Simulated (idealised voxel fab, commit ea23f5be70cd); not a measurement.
process module | voxel self aligned contacts
cross-section cut | 260 nm wide | cells 5 nm
A cross-section is a grid of square cells, given in bands from the top down. A band is one or more rows of cells.
Each band's line starts with the height of the band's top and of its bottom, in nm. Then come its materials from left to right, each with its width in nm. One material with "throughout" fills the band from edge to edge. "air" is empty space.
Height 0 is the level under which the wafer as received is all one material. The lowest band goes on downwards, as in "0 down".
A width such as "30 to 40" changes by the same amount from each row of cells to the next, from the band's top row to its bottom row.
"no change" after a step means that no cell of the cross-section changed.
closed voids: empty space of 8 cells or more with no open way to the top, each as width x height at its distance from the left edge, in nm
after a step's settings: what the simulator itself notes on the step
overlay nm, on a step with a mask: how far to the right of its planned place the mask lay; to the left if negative
plan
1 op RECEIVE | material Si
2 op CONFORMAL_DEP | material SiO2 | thk nm 5
3 op DIRECTIONAL_DEP | material polySi | thk nm 20
4 op DIRECTIONAL_DEP | material SiN | thk nm 20
5 op DIRECTIONAL_DEP | material aC | thk nm 10
6 op PATTERN | tone cover | mask id GATE | material resist | width nm 30 | pitch nm 70 | thk nm 25 | overlay nm 0
7 op DIRECTIONAL_ETCH | etch materials aC | depth nm 10
8 op STRIP | etch materials resist
9 op DIRECTIONAL_ETCH | etch materials SiN | depth nm 20
10 op DIRECTIONAL_ETCH | etch materials polySi | depth nm 20
11 op STRIP | etch materials aC
12 op CONFORMAL_DEP | material SiN | thk nm 10
13 op DIRECTIONAL_ETCH | etch materials SiN | depth nm 10
14 op FILL_DEP | material SiO2 | thk nm 20
15 op CMP | height nm 55
16 op MASKED_ETCH | tone open | mask id CONTACT | width nm 50 | pitch nm 70 | etch materials SiO2 | depth nm 55 | overlay nm 0
17 op CONFORMAL_DEP | material TiN | thk nm 5
18 op FILL_DEP | material W | thk nm 5
19 op CMP | height nm 55
20 op CONFORMAL_DEP | material SiN | thk nm 5
as received, after step 1
  0 down: Si throughout
  closed voids: none
a wafer at the end: this start, this plan, one mistake
  60 to 55: SiN throughout
  55 to 50: SiO2 70 | TiN 5 | W 40 | TiN 5 | SiO2 20 | TiN 5 | W 40 | TiN 5 | SiO2 70
  50 to 45: SiO2 70 | TiN 50 | SiO2 20 | TiN 50 | SiO2 70
  45 to 25: SiN 55 | SiO2 10 | SiN 60 | SiO2 10 | SiN 60 | SiO2 10 | SiN 55
  25 to 5: polySi 45 | SiN 10 | SiO2 10 | SiN 10 | polySi 40 | SiN 10 | SiO2 10 | SiN 10 | polySi 40 | SiN 10 | SiO2 10 | SiN 10 | polySi 45
  5 to 0: SiO2 throughout
  0 down: Si throughout
  closed voids: none
what went wrong: step 6 ran as: op PATTERN | tone open | mask id GATE | material resist | width nm 30 | pitch nm 70 | thk nm 25 | overlay nm 0
